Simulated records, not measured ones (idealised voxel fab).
A process module follows: voxel trench capacitor.
It is cross-section cut that appears here, measuring 165 nm in width, its square cells being 5 nm in size.
This document writes a cross-section as a grid whose cells are square, and gives it as bands, listed from the top down; one or more rows of cells form a band. Read a band's entry like this: the first values are the height of its top and the height of its bottom in nm, and what follows is the sequence of materials from left to right, each with its width in nm. Note that "air" is empty space, and that a single material marked "everywhere" reaches across the band from edge to edge. Heights are measured from 0, the level below which the as-received wafer is all one material; the lowest band has no bottom and continues downward, written as in "0 nm and below". Graded width ("30..40"): value in top row of band = first number; value in bottom row = second number; row-to-row change constant. "identical to before", as given for a step, is the statement that not any cell of the cross-section underwent a change during that step. The list in "Closed void register" covers empty spaces of 8 cells or more that cannot reach the top through any open way, and it gives each as width x height at distance; the distance is from the left edge, and width, height and distance are in nm. Step line, after settings: the simulator's comment on this step. A step's line can hold "overlay nm"; with a mask on that step, the setting says how far right of the planned place the mask lay, while a negative setting says it lay to the left.

## Steps planned for the process
step 1: RECEIVE: material Si
step 2: CONFORMAL_DEP: material SiN, thk nm 5
step 3: PATTERN: tone open, mask id TRENCH, material resist, width nm 20, pitch nm 45, thk nm 15, overlay nm 0
step 4: DIRECTIONAL_ETCH: etch materials SiN, depth nm 5
step 5: DIRECTIONAL_ETCH: etch materials Si, depth nm 25
step 6: STRIP: etch materials resist
step 7: CONFORMAL_DEP: material SiO2, thk nm 5
step 8: FILL_DEP: material polySi, thk nm 10
step 9: CMP: height nm 5

## The first of two wafers, run as planned

## As-received wafer cross-section (after step 1)
    0 nm and below: Si everywhere
    Closed void register: none

## The wafer, seen in cross-section, after step 2
    5 nm to 0 nm: SiN everywhere
    Below a height of 0, the structure has not been altered.

## The wafer, seen in cross-section, after step 3
    20 nm to 5 nm: resist 50 nm | air 20 nm | resist 25 nm | air 20 nm | resist 50 nm
    Below a height of 5, the structure has not been altered.

## The wafer, seen in cross-section, after step 4
    20 nm to 5 nm: resist 50 nm | air 20 nm | resist 25 nm | air 20 nm | resist 50 nm
    5 nm to 0 nm: SiN 50 nm | air 20 nm | SiN 25 nm | air 20 nm | SiN 50 nm
    Below a height of 0, the structure has not been altered.

## The wafer, seen in cross-section, after step 5
    20 nm to 5 nm: resist 50 nm | air 20 nm | resist 25 nm | air 20 nm | resist 50 nm
    5 nm to 0 nm: SiN 50 nm | air 20 nm | SiN 25 nm | air 20 nm | SiN 50 nm
    0 nm to -25 nm: Si 50 nm | air 20 nm | Si 25 nm | air 20 nm | Si 50 nm
    Below a height of -25, the structure has not been altered.

## The wafer, seen in cross-section, after step 6
    5 nm to 0 nm: SiN 50 nm | air 20 nm | SiN 25 nm | air 20 nm | SiN 50 nm
    Below a height of 0, the structure has not been altered.

## The wafer, seen in cross-section, after step 7
    10 nm to 5 nm: SiO2 55 nm | air 10 nm | SiO2 35 nm | air 10 nm | SiO2 55 nm
    5 nm to 0 nm: SiN 50 nm | SiO2 5 nm | air 10 nm | SiO2 5 nm | SiN 25 nm | SiO2 5 nm | air 10 nm | SiO2 5 nm | SiN 50 nm
    0 nm to -20 nm: Si 50 nm | SiO2 5 nm | air 10 nm | SiO2 5 nm | Si 25 nm | SiO2 5 nm | air 10 nm | SiO2 5 nm | Si 50 nm
    -20 nm to -25 nm: Si 50 nm | SiO2 20 nm | Si 25 nm | SiO2 20 nm | Si 50 nm
    Below a height of -25, the structure has not been altered.

## The wafer, seen in cross-section, after step 8
    20 nm to 10 nm: polySi everywhere
    10 nm to 5 nm: SiO2 55 nm | polySi 10 nm | SiO2 35 nm | polySi 10 nm | SiO2 55 nm
    5 nm to 0 nm: SiN 50 nm | SiO2 5 nm | polySi 10 nm | SiO2 5 nm | SiN 25 nm | SiO2 5 nm | polySi 10 nm | SiO2 5 nm | SiN 50 nm
    0 nm to -20 nm: Si 50 nm | SiO2 5 nm | polySi 10 nm | SiO2 5 nm | Si 25 nm | SiO2 5 nm | polySi 10 nm | SiO2 5 nm | Si 50 nm
    Below a height of -20, the structure has not been altered.

## The wafer, seen in cross-section, after step 9
    5 nm to 0 nm: SiN 50 nm | SiO2 5 nm | polySi 10 nm | SiO2 5 nm | SiN 25 nm | SiO2 5 nm | polySi 10 nm | SiO2 5 nm | SiN 50 nm
    Below a height of 0, the structure has not been altered.

## The Second Wafer: Common Origin and Plan, One Mistake in Execution, Identical to the First Through Step 2

## Second wafer, cut view, end of step 3 per plan
    20 nm to 5 nm: resist 45 nm | air 30 nm | resist 15 nm | air 30 nm | resist 45 nm
    Below a height of 5, the structure has not been altered.

## Second wafer, cut view, end of step 4 per plan
    20 nm to 5 nm: resist 45 nm | air 30 nm | resist 15 nm | air 30 nm | resist 45 nm
    5 nm to 0 nm: SiN 45 nm | air 30 nm | SiN 15 nm | air 30 nm | SiN 45 nm
    Below a height of 0, the structure has not been altered.

## Second wafer, cut view, end of step 5 per plan
    20 nm to 5 nm: resist 45 nm | air 30 nm | resist 15 nm | air 30 nm | resist 45 nm
    5 nm to 0 nm: SiN 45 nm | air 30 nm | SiN 15 nm | air 30 nm | SiN 45 nm
    0 nm to -25 nm: Si 45 nm | air 30 nm | Si 15 nm | air 30 nm | Si 45 nm
    Below a height of -25, the structure has not been altered.

## Second wafer, cut view, end of step 6 per plan
    5 nm to 0 nm: SiN 45 nm | air 30 nm | SiN 15 nm | air 30 nm | SiN 45 nm
    Below a height of 0, the structure has not been altered.

## Second wafer, cut view, end of step 7 per plan
    10 nm to 5 nm: SiO2 50 nm | air 20 nm | SiO2 25 nm | air 20 nm | SiO2 50 nm
    5 nm to 0 nm: SiN 45 nm | SiO2 5 nm | air 20 nm | SiO2 5 nm | SiN 15 nm | SiO2 5 nm | air 20 nm | SiO2 5 nm | SiN 45 nm
    0 nm to -20 nm: Si 45 nm | SiO2 5 nm | air 20 nm | SiO2 5 nm | Si 15 nm | SiO2 5 nm | air 20 nm | SiO2 5 nm | Si 45 nm
    -20 nm to -25 nm: Si 45 nm | SiO2 30 nm | Si 15 nm | SiO2 30 nm | Si 45 nm
    Below a height of -25, the structure has not been altered.

## Second wafer, cut view, end of step 8 per plan
    20 nm to 10 nm: polySi everywhere
    10 nm to 5 nm: SiO2 50 nm | polySi 20 nm | SiO2 25 nm | polySi 20 nm | SiO2 50 nm
    5 nm to 0 nm: SiN 45 nm | SiO2 5 nm | polySi 20 nm | SiO2 5 nm | SiN 15 nm | SiO2 5 nm | polySi 20 nm | SiO2 5 nm | SiN 45 nm
    0 nm to -20 nm: Si 45 nm | SiO2 5 nm | polySi 20 nm | SiO2 5 nm | Si 15 nm | SiO2 5 nm | polySi 20 nm | SiO2 5 nm | Si 45 nm
    Below a height of -20, the structure has not been altered.

## Second wafer, cut view, end of step 9 per plan
    5 nm to 0 nm: SiN 45 nm | SiO2 5 nm | polySi 20 nm | SiO2 5 nm | SiN 15 nm | SiO2 5 nm | polySi 20 nm | SiO2 5 nm | SiN 45 nm
    Below a height of 0, the structure has not been altered.
Processing error: the process deviated at step 3: the operation and settings actually run there were PATTERN: tone open, mask id TRENCH, material resist, width nm 30, pitch nm 45, thk nm 15, overlay nm 0
Final difference in cells, second wafer against first, listed per material as more or fewer: Si: 20 fewer | SiN: 4 fewer | SiO2: 4 more | polySi: 20 more
